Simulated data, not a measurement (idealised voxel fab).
process module | voxel double patterning
cross-section cut | 235 nm wide | cells 5 nm
A cross-section is a grid of square cells, given in bands from the top down. A band is one or more rows of cells.
Each band's line starts with the height of the band's top and of its bottom, in nm. Then come its materials from left to right, each with its width in nm. One material with "throughout" fills the band from edge to edge. "air" is empty space.
Height 0 is the level under which the wafer as received is all one material. The lowest band goes on downwards, as in "0 down".
A width such as "30 to 40" changes by the same amount from each row of cells to the next, from the band's top row to its bottom row.
"no change" after a step means that no cell of the cross-section changed.
closed voids: empty space of 8 cells or more with no open way to the top, each as width x height at its distance from the left edge, in nm
after a step's settings: what the simulator itself notes on the step
overlay nm, on a step with a mask: how far to the right of its planned place the mask lay; to the left if negative
plan
1 op RECEIVE | material Si
2 op CONFORMAL_DEP | material SiO2 | thk nm 10
3 op DIRECTIONAL_DEP | material W | thk nm 15
4 op DIRECTIONAL_DEP | material SiN | thk nm 5
5 op PATTERN | tone open | mask id FIRST | material resist | width nm 15 | pitch nm 50 | thk nm 20 | overlay nm 0
6 op DIRECTIONAL_ETCH | etch materials SiN | depth nm 5
7 op STRIP | etch materials resist
8 op MASKED_ETCH | tone open | mask id SECOND | width nm 15 | etch materials SiN | depth nm 5 | overlay nm 0
9 op DIRECTIONAL_ETCH | etch materials W | depth nm 15
10 op STRIP | etch materials SiN
first wafer, as planned
as received, after step 1
  0 down: Si throughout
  closed voids: none
after step 2
  10 to 0: SiO2 throughout
  below 0: unchanged
after step 3
  25 to 10: W throughout
  below 10: unchanged
after step 4
  30 to 25: SiN throughout
  below 25: unchanged
after step 5
  50 to 30: resist 85 | air 15 | resist 35 | air 15 | resist 85
  below 30: unchanged
after step 6
  50 to 30: resist 85 | air 15 | resist 35 | air 15 | resist 85
  30 to 25: SiN 85 | air 15 | SiN 35 | air 15 | SiN 85
  below 25: unchanged
after step 7
  30 to 25: SiN 85 | air 15 | SiN 35 | air 15 | SiN 85
  below 25: unchanged
after step 8
  30 to 25: SiN 85 | air 15 | SiN 10 | air 15 | SiN 10 | air 15 | SiN 85
  below 25: unchanged
after step 9
  30 to 25: SiN 85 | air 15 | SiN 10 | air 15 | SiN 10 | air 15 | SiN 85
  25 to 10: W 85 | air 15 | W 10 | air 15 | W 10 | air 15 | W 85
  below 10: unchanged
after step 10
  25 to 10: W 85 | air 15 | W 10 | air 15 | W 10 | air 15 | W 85
  below 10: unchanged
second wafer: like start, like plan, one mistake. Through step 2 it matches the first wafer
when step 3 should have ended
  25 to 0: SiO2 throughout
  below 0: unchanged
when step 4 should have ended
  30 to 25: SiN throughout
  below 25: unchanged
when step 5 should have ended
  50 to 30: resist 85 | air 15 | resist 35 | air 15 | resist 85
  below 30: unchanged
when step 6 should have ended
  50 to 30: resist 85 | air 15 | resist 35 | air 15 | resist 85
  30 to 25: SiN 85 | air 15 | SiN 35 | air 15 | SiN 85
  below 25: unchanged
when step 7 should have ended
  30 to 25: SiN 85 | air 15 | SiN 35 | air 15 | SiN 85
  below 25: unchanged
when step 8 should have ended
  30 to 25: SiN 85 | air 15 | SiN 10 | air 15 | SiN 10 | air 15 | SiN 85
  below 25: unchanged
when step 9 should have ended: no change
when step 10 should have ended
  25 to 0: SiO2 throughout
  below 0: unchanged
what went wrong: step 3 ran as: op DIRECTIONAL_DEP | material SiO2 | thk nm 15
at the end the second wafer has, in cells: 141 more of SiO2 | 114 fewer of W
